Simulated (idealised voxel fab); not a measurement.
Herein follows the process module entitled voxel wiring stack.
Section cut is 200 nm wide and gridded with 5 nm square cells.
Reading order for cross-sections: top band down to bottom band. Underlying form: a grid of square cells. Band size: one or more rows of cells.
Within each band entry, the heights of the top and of the bottom of the band appear first, in that order and in nm; the materials of the band then follow from left to right, each with its corresponding width in nm. The designation "all across" on a single material indicates that it fills the band from edge to edge; the designation "empty" indicates empty space.
Zero point of the height axis is 0; under it, received wafer = one material. Lowest band: continues down indefinitely, "0..down".
With a width like "30..40", each row of cells in the band differs from the next by the same amount, the top row carrying the first number and the bottom row the second.
Reading "left unchanged" for a step: not a cell of the cross-section changed in it.
"Non-vented voids" contains a list of empty spaces, each no smaller than 8 cells and without an open way to the top, written in the form width x height at distance with the distance from the left edge and all three in nm.
Step line, after settings: the simulator's comment on this step.
The "overlay nm" setting may appear on a step's line; for a step that uses a mask, it gives how far to the right of its planned position the mask lay, and a negative value indicates the left.
Planned step list for the process
1,RECEIVE, material Si
2,CONFORMAL_DEP, material SiO2, thk nm 15
3,DIRECTIONAL_DEP, material TiN, thk nm 5
4,DIRECTIONAL_DEP, material Ru, thk nm 20
5,MASKED_ETCH, tone cover, mask id METAL_1, width nm 30, pitch nm 60, etch materials Ru, depth nm 20, overlay nm 0
6,MASKED_ETCH, tone cover, mask id METAL_1, width nm 30, pitch nm 60, etch materials TiN, depth nm 5, overlay nm 0
7,CONFORMAL_DEP, material SiCN, thk nm 5
8,FILL_DEP, material SiO2, thk nm 5
9,CMP, height nm 40
10,CONFORMAL_DEP, material SiCN, thk nm 5
11,DIRECTIONAL_DEP, material lowk, thk nm 30
12,PATTERN, tone open, mask id METAL_2_HOLES, material resist, width nm 15, pitch nm 60, thk nm 20, overlay nm 0
13,DIRECTIONAL_ETCH, etch materials lowk, depth nm 30
14,STRIP, etch materials resist
15,MASKED_ETCH, tone open, mask id METAL_2, width nm 30, pitch nm 60, etch materials lowk, depth nm 20, overlay nm 0
16,MASKED_ETCH, tone open, mask id METAL_2, width nm 30, pitch nm 60, etch materials SiCN, depth nm 5, overlay nm 0
17,CONFORMAL_DEP, material TiN, thk nm 5
18,FILL_DEP, material Cu, thk nm 10
19,CMP, height nm 75
20,CONFORMAL_DEP, material SiCN, thk nm 5
21,DIRECTIONAL_DEP, material lowk, thk nm 35
22,MASKED_ETCH, tone open, mask id METAL_3, width nm 30, pitch nm 60, etch materials lowk, depth nm 20, overlay nm 0
23,MASKED_ETCH, tone open, mask id METAL_3_HOLES, width nm 15, etch materials lowk, depth nm 15, overlay nm 0
24,MASKED_ETCH, tone open, mask id METAL_3_HOLES, width nm 15, etch materials SiCN, depth nm 5, overlay nm 0
25,CONFORMAL_DEP, material TiN, thk nm 5
26,FILL_DEP, material Ru, thk nm 10
27,CMP, height nm 115
28,CONFORMAL_DEP, material SiCN, thk nm 5
Here's what the wafer looked like in cross-section when it arrived - that's after step 1
	0..down: Si all across
	Non-vented voids: none
The first of two wafers, cross-sectioned at the end of the module, with the run proceeding as planned
	120..115: SiCN all across
	115..100: lowk 55 nm | TiN 5 nm | Ru 20 nm | TiN 5 nm | lowk 30 nm | TiN 5 nm | Ru 20 nm | TiN 5 nm | lowk 55 nm
	100..95: lowk 55 nm | TiN 5 nm | Ru 5 nm | TiN 20 nm | lowk 30 nm | TiN 30 nm | lowk 55 nm
	95..80: lowk 55 nm | TiN 5 nm | Ru 5 nm | TiN 5 nm | lowk 130 nm
	80..75: SiCN 55 nm | TiN 15 nm | SiCN 130 nm
	75..60: lowk 55 nm | TiN 5 nm | Cu 20 nm | TiN 5 nm | lowk 30 nm | TiN 5 nm | Cu 20 nm | TiN 5 nm | lowk 55 nm
	60..55: lowk 55 nm | TiN 5 nm | Cu 5 nm | TiN 20 nm | lowk 30 nm | TiN 5 nm | Cu 5 nm | TiN 20 nm | lowk 55 nm
	55..45: lowk 55 nm | TiN 5 nm | Cu 5 nm | TiN 5 nm | lowk 45 nm | TiN 5 nm | Cu 5 nm | TiN 5 nm | lowk 70 nm
	45..40: SiCN 55 nm | TiN 15 nm | SiCN 45 nm | TiN 15 nm | SiCN 70 nm
	40..20: SiO2 50 nm | SiCN 5 nm | Ru 30 nm | SiCN 5 nm | SiO2 20 nm | SiCN 5 nm | Ru 30 nm | SiCN 5 nm | SiO2 50 nm
	20..15: SiCN 55 nm | TiN 30 nm | SiCN 30 nm | TiN 30 nm | SiCN 55 nm
	15..0: SiO2 all across
	0..down: Si all across
	Non-vented voids: none
Cross-section at end of module for the second wafer of two, which matched the first in starting point and plan and differed by one mistake in its processing
	120..115: SiCN all across
	115..100: lowk 55 nm | TiN 5 nm | Ru 20 nm | TiN 5 nm | lowk 30 nm | TiN 5 nm | Ru 20 nm | TiN 5 nm | lowk 55 nm
	100..95: lowk 55 nm | TiN 5 nm | Ru 5 nm | TiN 20 nm | lowk 30 nm | TiN 30 nm | lowk 55 nm
	95..85: lowk 55 nm | TiN 5 nm | Ru 5 nm | TiN 5 nm | lowk 130 nm
	85..80: lowk 55 nm | TiN 15 nm | lowk 130 nm
	80..75: SiCN 55 nm | TiN 5 nm | SiCN 140 nm
	75..60: lowk 55 nm | TiN 5 nm | Cu 20 nm | TiN 5 nm | lowk 30 nm | TiN 5 nm | Cu 20 nm | TiN 5 nm | lowk 55 nm
	60..55: lowk 55 nm | TiN 5 nm | Cu 5 nm | TiN 20 nm | lowk 30 nm | TiN 5 nm | Cu 5 nm | TiN 20 nm | lowk 55 nm
	55..45: lowk 55 nm | TiN 5 nm | Cu 5 nm | TiN 5 nm | lowk 45 nm | TiN 5 nm | Cu 5 nm | TiN 5 nm | lowk 70 nm
	45..40: SiCN 55 nm | TiN 15 nm | SiCN 45 nm | TiN 15 nm | SiCN 70 nm
	40..20: SiO2 50 nm | SiCN 5 nm | Ru 30 nm | SiCN 5 nm | SiO2 20 nm | SiCN 5 nm | Ru 30 nm | SiCN 5 nm | SiO2 50 nm
	20..15: SiCN 55 nm | TiN 30 nm | SiCN 30 nm | TiN 30 nm | SiCN 55 nm
	15..0: SiO2 all across
	0..down: Si all across
	Non-vented voids: none
The mistake made against the process plan was this: off-plan run, step 24, actual operation and settings MASKED_ETCH, tone open, mask id METAL_3_HOLES, width nm 15, etch materials SiCN, depth nm 5, overlay nm -10
Final comparison by cell count, materials where the second wafer has more or fewer than the first: Ru: 1 fewer | SiCN: 2 more | TiN: 1 fewer
